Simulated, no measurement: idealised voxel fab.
The process module presented herein is designated voxel plated lines.
Shown is cross-section cut, with a width of 240 nm and square cells of size 5 nm.
If you're reading a cross-section in this doc, picture square cells in a grid; it comes to you as bands, top ones listed first down to the bottom, and a band can be one or more rows of cells.
Within each band entry, the heights of the top and of the bottom of the band appear first, in that order and in nm; the materials of the band then follow from left to right, each with its corresponding width in nm. The designation "everywhere" on a single material indicates that it fills the band from edge to edge; the designation "air" indicates empty space.
The level at which height equals 0 is the one under which the wafer, as it arrives, is entirely one material. No lower edge exists for the bottom band, which continues downward and is notated as in "0..down".
Width "30 to 40": first value at the band's top row of cells, second value at its bottom row, equal change from row to row.
"no alterations made", as given for a step, is the statement that not any cell of the cross-section underwent a change during that step.
Heads up: "Non-vented voids" only lists the empty pockets with no open path to the top that are 8 cells or more, and it writes them as width x height at distance, distance from the left edge, in nm.
Read whatever lies past the settings on a step's line as the simulator's own remark about the step.
overlay nm, on a step with a mask: how far to the right of its planned place the mask lay; to the left if negative
### Process steps (planned)
1 op RECEIVE | material Si
2 op CONFORMAL_DEP | material SiO2 | thk nm 5
3 op DIRECTIONAL_DEP | material TiN | thk nm 5
4 op PATTERN | tone open | mask id LINES | material resist | width nm 30 | pitch nm 45 | thk nm 35 | overlay nm 0
5 op EPI | material Ru | thk nm 10
6 op EPI | material Ru | thk nm 10
7 op EPI | material Ru | thk nm 10
8 op STRIP | etch materials resist
9 op DIRECTIONAL_ETCH | etch materials TiN | depth nm 5
10 op CONFORMAL_DEP | material SiCN | thk nm 5
### Cross-section of the wafer at receipt, which is the condition after step 1
* 0..down = Si everywhere
* Non-vented voids: none
### The first of the two wafers as seen in cross-section once the module was finished; processing followed the plan
* 45..40 = air 55 nm | SiCN 40 nm | air 5 nm | SiCN 40 nm | air 5 nm | SiCN 40 nm | air 55 nm
* 40..10 = air 55 nm | SiCN 5 nm | Ru 30 nm | SiCN 5 nm | air 5 nm | SiCN 5 nm | Ru 30 nm | SiCN 5 nm | air 5 nm | SiCN 5 nm | Ru 30 nm | SiCN 5 nm | air 55 nm
* 10..5 = SiCN 60 nm | TiN 30 nm | SiCN 15 nm | TiN 30 nm | SiCN 15 nm | TiN 30 nm | SiCN 60 nm
* 5..0 = SiO2 everywhere
* 0..down = Si everywhere
* Non-vented voids: none
### Now the second wafer, cross-sectioned at the end of the module. Nothing different at the start, nothing different in the plan compared with the first, just one mistake when it was actually run
* 45..40 = SiCN 65 nm | air 20 nm | SiCN 25 nm | air 20 nm | SiCN 25 nm | air 20 nm | SiCN 65 nm
* 40..10 = Ru 60 nm | SiCN 5 nm | air 20 nm | SiCN 5 nm | Ru 15 nm | SiCN 5 nm | air 20 nm | SiCN 5 nm | Ru 15 nm | SiCN 5 nm | air 20 nm | SiCN 5 nm | Ru 60 nm
* 10..5 = TiN 60 nm | SiCN 30 nm | TiN 15 nm | SiCN 30 nm | TiN 15 nm | SiCN 30 nm | TiN 60 nm
* 5..0 = SiO2 everywhere
* 0..down = Si everywhere
* Non-vented voids: none
Heads up, the wafer didn't run the way we planned it: step 4 deviated from plan and actually ran as op PATTERN | tone cover | mask id LINES | material resist | width nm 30 | pitch nm 45 | thk nm 35 | overlay nm 0
Bottom line after processing is that, in cells, the second wafer is up or down on some materials versus the first: 72 more of Ru | 12 more of TiN
